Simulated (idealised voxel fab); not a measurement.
The document below concerns the process module designated voxel self aligned contacts.
Xsec cut, 295 nm wide, square cell size 5 nm.
Format of a cross-section: grid, square cells. Given as bands. Order: top down. Band: one or more rows of cells.
Top height, bottom height, nm. Materials left to right, width each, nm. Single material + "edge to edge" = fills band edge to edge. "empty" = empty.
Zero point of the height axis is 0; under it, received wafer = one material. Lowest band: continues down indefinitely, "z 0 and below".
So if you see something like "30->40" for the width, read it as the top row of the band sitting at the first number and the bottom row at the second, with every row in between moving by the same amount as the last.
The designation "remained unchanged", where it is given for a processing step, indicates that no cell of the cross-section was altered in the course of that step.
Look at "Tabulated closed voids" for the closed voids: empty spaces with no open path to the top, sized 8 cells or up. Each is width x height at distance, distance from the left edge, all nm.
That trailing text on a step's line, after the settings, is the simulator's own remark on the step.
For masked steps, "overlay nm" on the step line gives how far right of plan the mask actually lay; a minus sign means it lay to the left.
SET OUT BELOW ARE THE PLANNED STEPS OF THE PROCESS
step 1: op RECEIVE | material Si
step 2: op OXIDIZE | depth nm 5
step 3: op DIRECTIONAL_DEP | material polySi | thk nm 30
step 4: op DIRECTIONAL_DEP | material SiN | thk nm 20
step 5: op PATTERN | tone cover | mask id GATE | material resist | width nm 30 | pitch nm 65 | thk nm 15 | overlay nm 0
step 6: op DIRECTIONAL_ETCH | etch materials SiN | depth nm 20
step 7: op DIRECTIONAL_ETCH | etch materials polySi | depth nm 30
step 8: op STRIP | etch materials resist
step 9: op CONFORMAL_DEP | material SiN | thk nm 5
step 10: op DIRECTIONAL_ETCH | etch materials SiN | depth nm 5
step 11: op FILL_DEP | material SiO2 | thk nm 15
step 12: op CMP | height nm 60
step 13: op PATTERN | tone open | mask id CONTACT | material resist | width nm 45 | thk nm 20 | overlay nm 0
step 14: op DIRECTIONAL_ETCH | etch materials SiO2 | depth nm 65
step 15: op STRIP | etch materials resist
step 16: op CONFORMAL_DEP | material TiN | thk nm 5
step 17: op FILL_DEP | material Ru | thk nm 10
step 18: op CMP | height nm 60
step 19: op CONFORMAL_DEP | material SiCN | thk nm 5
AS RECEIVED (POST STEP 1): CROSS-SECTION
* z 0 and below: Si edge to edge
* Tabulated closed voids: none
CROSS-SECTIONAL VIEW OF THE FIRST OF THE TWO WAFERS UPON COMPLETION OF THE MODULE, PROCESSED IN ACCORDANCE WITH THE PLAN
* z 65 to 60: SiCN edge to edge
* z 60 to 50: SiO2 (125); TiN (5->15); Ru (35->15); TiN (5->15); SiO2 (125)
* z 50 to 30: SiO2 (95); SiN (40); TiN (5); Ru (15); TiN (5); SiN (40); SiO2 (95)
* z 30 to 0: SiO2 (95); SiN (5); polySi (30); SiN (5); TiN (5); Ru (15); TiN (5); SiN (5); polySi (30); SiN (5); SiO2 (95)
* z 0 to -5: SiO2 (135); TiN (25); SiO2 (135)
* z -5 and below: Si edge to edge
* Tabulated closed voids: none
CROSS-SECTION OF THE LATTER OF THE TWO WAFERS AT MODULE COMPLETION. IT HAD AN IDENTICAL START AND AN IDENTICAL PLAN TO THE FORMER; IN RUNNING IT, ONE MISTAKE WAS MADE
* z 65 to 60: SiCN edge to edge
* z 60 to 50: Ru (120->90); TiN (5->35); SiO2 (45); TiN (5->35); Ru (120->90)
* z 50 to 30: Ru (90); TiN (5); SiN (40); SiO2 (25); SiN (40); TiN (5); Ru (90)
* z 30 to 0: Ru (90); TiN (5); SiN (5); polySi (30); SiN (5); SiO2 (25); SiN (5); polySi (30); SiN (5); TiN (5); Ru (90)
* z 0 to -5: TiN (95); SiO2 (105); TiN (95)
* z -5 and below: Si edge to edge
* Tabulated closed voids: none
Short version of what went wrong: step 13 off recipe, ran as op PATTERN | tone cover | mask id CONTACT | material resist | width nm 45 | thk nm 20 | overlay nm 0
FYI, end of process, the second wafer has more or fewer cells of some materials than the first: 404 more of Ru | 445 fewer of SiO2 | 41 more of TiN
